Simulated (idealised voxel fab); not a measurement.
The following process module bears the name voxel air gaps.
The cross-section on display is named cut; it measures 245 nm wide, and its cells are 5 nm squares.
Think of the cross-section as a grid of square cells. We describe it in bands, top to bottom, and each band covers one or more rows of those cells. This entry defines a band. It first specifies the height of the band's top and the height of its bottom in nm, and then specifies the band's materials from left to right, stating each material with its width in nm. The word "throughout" identifies a single material that fills the band from edge to edge, while the word "empty" identifies empty space. Basically, 0 is our baseline, since under it the wafer straight out of the box is all one material. The bottom band has no lower end and keeps on going down, so it looks like "top 0, no bottom". When a width is written as two numbers, as in "30->40", the first number is the width in the top row of cells of the band and the second is the width in its bottom row, and the width changes by the same amount from each row to the next. "nothing got changed" after a step means that no cell of the cross-section changed. Voids not open to the top, 8 cells minimum: see "Fully sealed voids". Written width x height at distance; distance is from the left edge; nm. Formally, on a step line, whatever follows the settings is a remark that the simulator itself makes on the step. "overlay nm" on a masked step: distance the mask lay right of its planned place, negative for left.

Set out below are the planned steps of the process
1 RECEIVE | material Si
2 CONFORMAL_DEP | material SiO2 | thk nm 15
3 CONFORMAL_DEP | material SiCN | thk nm 5
4 DIRECTIONAL_DEP | material lowk | thk nm 35
5 PATTERN | tone open | mask id LINES | material resist | width nm 25 | pitch nm 55 | thk nm 20 | overlay nm 0
6 DIRECTIONAL_ETCH | etch materials lowk | depth nm 35
7 STRIP | etch materials resist
8 CONFORMAL_DEP | material TiN | thk nm 5
9 FILL_DEP | material W | thk nm 5
10 CMP | height nm 55
11 EPI | material Ru | thk nm 10
12 SELECTIVE_ETCH | etch materials lowk | depth nm 45
13 CONFORMAL_DEP | material SiCN | thk nm 5

Concerning the first of two wafers, which was run in accordance with the plan

Here's what the wafer looked like in cross-section when it arrived - that's after step 1
top 0, no bottom = Si throughout
Fully sealed voids: none

Step 2 complete: cross-section through the wafer
top 15, bottom 0 = SiO2 throughout
For the remainder of the cross-section, below 0, there is no change.

Step 3 complete: cross-section through the wafer
top 20, bottom 15 = SiCN throughout
For the remainder of the cross-section, below 15, there is no change.

Step 4 complete: cross-section through the wafer
top 55, bottom 20 = lowk throughout
For the remainder of the cross-section, below 20, there is no change.

Step 5 complete: cross-section through the wafer
top 75, bottom 55 = 55 of resist, 25 of empty, 30 of resist, 25 of empty, 30 of resist, 25 of empty, 55 of resist
For the remainder of the cross-section, below 55, there is no change.

Step 6 complete: cross-section through the wafer
top 75, bottom 55 = 55 of resist, 25 of empty, 30 of resist, 25 of empty, 30 of resist, 25 of empty, 55 of resist
top 55, bottom 20 = 55 of lowk, 25 of empty, 30 of lowk, 25 of empty, 30 of lowk, 25 of empty, 55 of lowk
For the remainder of the cross-section, below 20, there is no change.

Step 7 complete: cross-section through the wafer
top 55, bottom 20 = 55 of lowk, 25 of empty, 30 of lowk, 25 of empty, 30 of lowk, 25 of empty, 55 of lowk
For the remainder of the cross-section, below 20, there is no change.

Step 8 complete: cross-section through the wafer
top 60, bottom 55 = 60 of TiN, 15 of empty, 40 of TiN, 15 of empty, 40 of TiN, 15 of empty, 60 of TiN
top 55, bottom 25 = 55 of lowk, 5 of TiN, 15 of empty, 5 of TiN, 30 of lowk, 5 of TiN, 15 of empty, 5 of TiN, 30 of lowk, 5 of TiN, 15 of empty, 5 of TiN, 55 of lowk
top 25, bottom 20 = 55 of lowk, 25 of TiN, 30 of lowk, 25 of TiN, 30 of lowk, 25 of TiN, 55 of lowk
For the remainder of the cross-section, below 20, there is no change.

Step 9 complete: cross-section through the wafer
top 65, bottom 60 = W throughout
top 60, bottom 55 = 60 of TiN, 15 of W, 40 of TiN, 15 of W, 40 of TiN, 15 of W, 60 of TiN
top 55, bottom 25 = 55 of lowk, 5 of TiN, 15 of W, 5 of TiN, 30 of lowk, 5 of TiN, 15 of W, 5 of TiN, 30 of lowk, 5 of TiN, 15 of W, 5 of TiN, 55 of lowk
For the remainder of the cross-section, below 25, there is no change.

Step 10 complete: cross-section through the wafer
top 55, bottom 25 = 55 of lowk, 5 of TiN, 15 of W, 5 of TiN, 30 of lowk, 5 of TiN, 15 of W, 5 of TiN, 30 of lowk, 5 of TiN, 15 of W, 5 of TiN, 55 of lowk
For the remainder of the cross-section, below 25, there is no change.

Step 11 complete: cross-section through the wafer
top 65, bottom 55 = 45 of empty, 45 of Ru, 10 of empty, 45 of Ru, 10 of empty, 45 of Ru, 45 of empty
For the remainder of the cross-section, below 55, there is no change.

Step 12 complete: cross-section through the wafer
top 65, bottom 55 = 45 of empty, 45 of Ru, 10 of empty, 45 of Ru, 10 of empty, 45 of Ru, 45 of empty
top 55, bottom 25 = 55 of empty, 5 of TiN, 15 of W, 5 of TiN, 30 of empty, 5 of TiN, 15 of W, 5 of TiN, 30 of empty, 5 of TiN, 15 of W, 5 of TiN, 55 of empty
top 25, bottom 20 = 55 of empty, 25 of TiN, 30 of empty, 25 of TiN, 30 of empty, 25 of TiN, 55 of empty
For the remainder of the cross-section, below 20, there is no change.

Step 13 complete: cross-section through the wafer
top 70, bottom 65 = 40 of empty, 165 of SiCN, 40 of empty
top 65, bottom 55 = 40 of empty, 5 of SiCN, 45 of Ru, 10 of SiCN, 45 of Ru, 10 of SiCN, 45 of Ru, 5 of SiCN, 40 of empty
top 55, bottom 50 = 40 of empty, 15 of SiCN, 5 of TiN, 15 of W, 5 of TiN, 30 of SiCN, 5 of TiN, 15 of W, 5 of TiN, 30 of SiCN, 5 of TiN, 15 of W, 5 of TiN, 15 of SiCN, 40 of empty
top 50, bottom 25 = 50 of empty, 5 of SiCN, 5 of TiN, 15 of W, 5 of TiN, 5 of SiCN, 20 of empty, 5 of SiCN, 5 of TiN, 15 of W, 5 of TiN, 5 of SiCN, 20 of empty, 5 of SiCN, 5 of TiN, 15 of W, 5 of TiN, 5 of SiCN, 50 of empty
top 25, bottom 20 = 55 of SiCN, 25 of TiN, 30 of SiCN, 25 of TiN, 30 of SiCN, 25 of TiN, 55 of SiCN
For the remainder of the cross-section, below 20, there is no change.
Fully sealed voids: 20 x 25 at 85; 20 x 25 at 140

What follows concerns the second wafer, which started out like the first and was meant to follow the very same plan; one mistake crept in when it was run, but everything up to and including step 4 is the same as for the first wafer

When step 5 should have ended
top 75, bottom 55 = 45 of resist, 25 of empty, 30 of resist, 25 of empty, 30 of resist, 25 of empty, 65 of resist
For the remainder of the cross-section, below 55, there is no change.

When step 6 should have ended
top 75, bottom 55 = 45 of resist, 25 of empty, 30 of resist, 25 of empty, 30 of resist, 25 of empty, 65 of resist
top 55, bottom 20 = 45 of lowk, 25 of empty, 30 of lowk, 25 of empty, 30 of lowk, 25 of empty, 65 of lowk
For the remainder of the cross-section, below 20, there is no change.

When step 7 should have ended
top 55, bottom 20 = 45 of lowk, 25 of empty, 30 of lowk, 25 of empty, 30 of lowk, 25 of empty, 65 of lowk
For the remainder of the cross-section, below 20, there is no change.

When step 8 should have ended
top 60, bottom 55 = 50 of TiN, 15 of empty, 40 of TiN, 15 of empty, 40 of TiN, 15 of empty, 70 of TiN
top 55, bottom 25 = 45 of lowk, 5 of TiN, 15 of empty, 5 of TiN, 30 of lowk, 5 of TiN, 15 of empty, 5 of TiN, 30 of lowk, 5 of TiN, 15 of empty, 5 of TiN, 65 of lowk
top 25, bottom 20 = 45 of lowk, 25 of TiN, 30 of lowk, 25 of TiN, 30 of lowk, 25 of TiN, 65 of lowk
For the remainder of the cross-section, below 20, there is no change.

When step 9 should have ended
top 65, bottom 60 = W throughout
top 60, bottom 55 = 50 of TiN, 15 of W, 40 of TiN, 15 of W, 40 of TiN, 15 of W, 70 of TiN
top 55, bottom 25 = 45 of lowk, 5 of TiN, 15 of W, 5 of TiN, 30 of lowk, 5 of TiN, 15 of W, 5 of TiN, 30 of lowk, 5 of TiN, 15 of W, 5 of TiN, 65 of lowk
For the remainder of the cross-section, below 25, there is no change.

When step 10 should have ended
top 55, bottom 25 = 45 of lowk, 5 of TiN, 15 of W, 5 of TiN, 30 of lowk, 5 of TiN, 15 of W, 5 of TiN, 30 of lowk, 5 of TiN, 15 of W, 5 of TiN, 65 of lowk
For the remainder of the cross-section, below 25, there is no change.

When step 11 should have ended
top 65, bottom 55 = 35 of empty, 45 of Ru, 10 of empty, 45 of Ru, 10 of empty, 45 of Ru, 55 of empty
For the remainder of the cross-section, below 55, there is no change.

When step 12 should have ended
top 65, bottom 55 = 35 of empty, 45 of Ru, 10 of empty, 45 of Ru, 10 of empty, 45 of Ru, 55 of empty
top 55, bottom 25 = 45 of empty, 5 of TiN, 15 of W, 5 of TiN, 30 of empty, 5 of TiN, 15 of W, 5 of TiN, 30 of empty, 5 of TiN, 15 of W, 5 of TiN, 65 of empty
top 25, bottom 20 = 45 of empty, 25 of TiN, 30 of empty, 25 of TiN, 30 of empty, 25 of TiN, 65 of empty
For the remainder of the cross-section, below 20, there is no change.

When step 13 should have ended
top 70, bottom 65 = 30 of empty, 165 of SiCN, 50 of empty
top 65, bottom 55 = 30 of empty, 5 of SiCN, 45 of Ru, 10 of SiCN, 45 of Ru, 10 of SiCN, 45 of Ru, 5 of SiCN, 50 of empty
top 55, bottom 50 = 30 of empty, 15 of SiCN, 5 of TiN, 15 of W, 5 of TiN, 30 of SiCN, 5 of TiN, 15 of W, 5 of TiN, 30 of SiCN, 5 of TiN, 15 of W, 5 of TiN, 15 of SiCN, 50 of empty
top 50, bottom 25 = 40 of empty, 5 of SiCN, 5 of TiN, 15 of W, 5 of TiN, 5 of SiCN, 20 of empty, 5 of SiCN, 5 of TiN, 15 of W, 5 of TiN, 5 of SiCN, 20 of empty, 5 of SiCN, 5 of TiN, 15 of W, 5 of TiN, 5 of SiCN, 60 of empty
top 25, bottom 20 = 45 of SiCN, 25 of TiN, 30 of SiCN, 25 of TiN, 30 of SiCN, 25 of TiN, 65 of SiCN
For the remainder of the cross-section, below 20, there is no change.
Fully sealed voids: 20 x 25 at 75; 20 x 25 at 130
Here's what went sideways: step 5 ran as: PATTERN | tone open | mask id LINES | material resist | width nm 25 | pitch nm 55 | thk nm 20 | overlay nm -10
Matching per-material cell counts, mismatched positions: that is how the second wafer compares with the first at the end.
